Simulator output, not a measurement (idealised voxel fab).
voxel wiring stack: a process module
Shown is cross-section cut, with a width of 165 nm and square cells of size 5 nm.
A cross-section is written here as square cells arranged in a grid, and it is given in bands from the top down, each band taking up one or more rows of cells. Heights first: top, then bottom, in nm. Then materials, left to right, each with a width in nm. "full width" on a single material: fills the band edge to edge. "blank": empty space. Where do heights start? At 0: under that level the wafer as delivered is made of one material only. And the lowest band has no floor; it just carries on downward, as in "z 0 and below". So if you see something like "30..40" for the width, read it as the top row of the band sitting at the first number and the bottom row at the second, with every row in between moving by the same amount as the last. Basically "no modification" means that step didn't change any cell in the cross-section. "Closed cavities" specifies each empty space that is not open to the top and that occupies no fewer than 8 cells, using the form width x height at distance, the distance measured from the left edge and all three quantities in nm. Post-settings text on a step line: simulator's own remark regarding the step. overlay nm: on a step with a mask, how far right of its planned place the mask lay; negative means left.
Intended process steps
1 RECEIVE: material Si
2 CONFORMAL_DEP: material SiO2, thk nm 15
3 CONFORMAL_DEP: material SiN, thk nm 5
4 DIRECTIONAL_DEP: material lowk, thk nm 15
5 PATTERN: tone open, mask id METAL_1, material resist, width nm 30, pitch nm 55, thk nm 20, overlay nm 0
6 DIRECTIONAL_ETCH: etch materials lowk, depth nm 15
7 DIRECTIONAL_ETCH: etch materials SiN, depth nm 5
8 STRIP: etch materials resist
9 CONFORMAL_DEP: material TiN, thk nm 5
10 FILL_DEP: material W, thk nm 5
11 CMP: height nm 35
12 EPI: material Ru, thk nm 5
13 FILL_DEP: material SiCN, thk nm 5
14 DIRECTIONAL_DEP: material lowk, thk nm 30
15 DIRECTIONAL_DEP: material aC, thk nm 15
16 PATTERN: tone open, mask id METAL_2_HOLES, material resist, width nm 15, thk nm 35, overlay nm 0
17 DIRECTIONAL_ETCH: etch materials aC, depth nm 15
18 STRIP: etch materials resist
19 DIRECTIONAL_ETCH: etch materials lowk, depth nm 30
20 STRIP: etch materials aC
21 DIRECTIONAL_DEP: material aC, thk nm 10
22 PATTERN: tone open, mask id METAL_2, material resist, width nm 30, pitch nm 55, thk nm 25, overlay nm 0
23 DIRECTIONAL_ETCH: etch materials aC, depth nm 10
24 STRIP: etch materials resist
25 DIRECTIONAL_ETCH: etch materials lowk, depth nm 20
26 DIRECTIONAL_ETCH: etch materials SiCN, depth nm 5
27 STRIP: etch materials aC
28 CONFORMAL_DEP: material TiN, thk nm 5
29 FILL_DEP: material Cu, thk nm 10
30 CMP: height nm 75
31 CONFORMAL_DEP: material SiN, thk nm 5
As-received wafer cross-section (after step 1)
- z 0 and below | Si full width
- Closed cavities: none
Looking at the first of two wafers in cross-section at end of module - ran to plan
- z 80 to 75 | SiN full width
- z 75 to 60 | 40 nm lowk | 5 nm TiN | 20 nm Cu | 5 nm TiN | 25 nm lowk | 5 nm TiN | 20 nm Cu | 5 nm TiN | 40 nm lowk
- z 60 to 55 | 40 nm lowk | 5 nm TiN | 5 nm Cu | 20 nm TiN | 25 nm lowk | 30 nm TiN | 40 nm lowk
- z 55 to 45 | 40 nm lowk | 5 nm TiN | 5 nm Cu | 5 nm TiN | 110 nm lowk
- z 45 to 40 | 40 nm SiCN | 15 nm TiN | 110 nm SiCN
- z 40 to 35 | 35 nm SiCN | 40 nm Ru | 15 nm SiCN | 40 nm Ru | 35 nm SiCN
- z 35 to 20 | 40 nm lowk | 5 nm TiN | 20 nm W | 5 nm TiN | 25 nm lowk | 5 nm TiN | 20 nm W | 5 nm TiN | 40 nm lowk
- z 20 to 15 | 40 nm SiN | 30 nm TiN | 25 nm SiN | 30 nm TiN | 40 nm SiN
- z 15 to 0 | SiO2 full width
- z 0 and below | Si full width
- Closed cavities: none
End of module, second wafer, cross-section. Started like the first, planned like the first, run with one mistake
- z 70 to 65 | SiN full width
- z 65 to 60 | 40 nm lowk | 5 nm TiN | 20 nm Cu | 5 nm TiN | 25 nm lowk | 5 nm TiN | 20 nm Cu | 5 nm TiN | 40 nm lowk
- z 60 to 55 | 40 nm lowk | 5 nm TiN | 5 nm Cu | 20 nm TiN | 25 nm lowk | 30 nm TiN | 40 nm lowk
- z 55 to 45 | 40 nm lowk | 5 nm TiN | 5 nm Cu | 5 nm TiN | 110 nm lowk
- z 45 to 40 | 40 nm SiCN | 15 nm TiN | 110 nm SiCN
- z 40 to 35 | 35 nm SiCN | 40 nm Ru | 15 nm SiCN | 40 nm Ru | 35 nm SiCN
- z 35 to 20 | 40 nm lowk | 5 nm TiN | 20 nm W | 5 nm TiN | 25 nm lowk | 5 nm TiN | 20 nm W | 5 nm TiN | 40 nm lowk
- z 20 to 15 | 40 nm SiN | 30 nm TiN | 25 nm SiN | 30 nm TiN | 40 nm SiN
- z 15 to 0 | SiO2 full width
- z 0 and below | Si full width
- Closed cavities: none
The mistake made against the process plan was this: the process deviated at step 30: the operation and settings actually run there were CMP: height nm 65
Per the end-of-run cell counts, the second wafer holds more or fewer of some materials than the first: 16 fewer of Cu; 8 fewer of TiN; 42 fewer of lowk
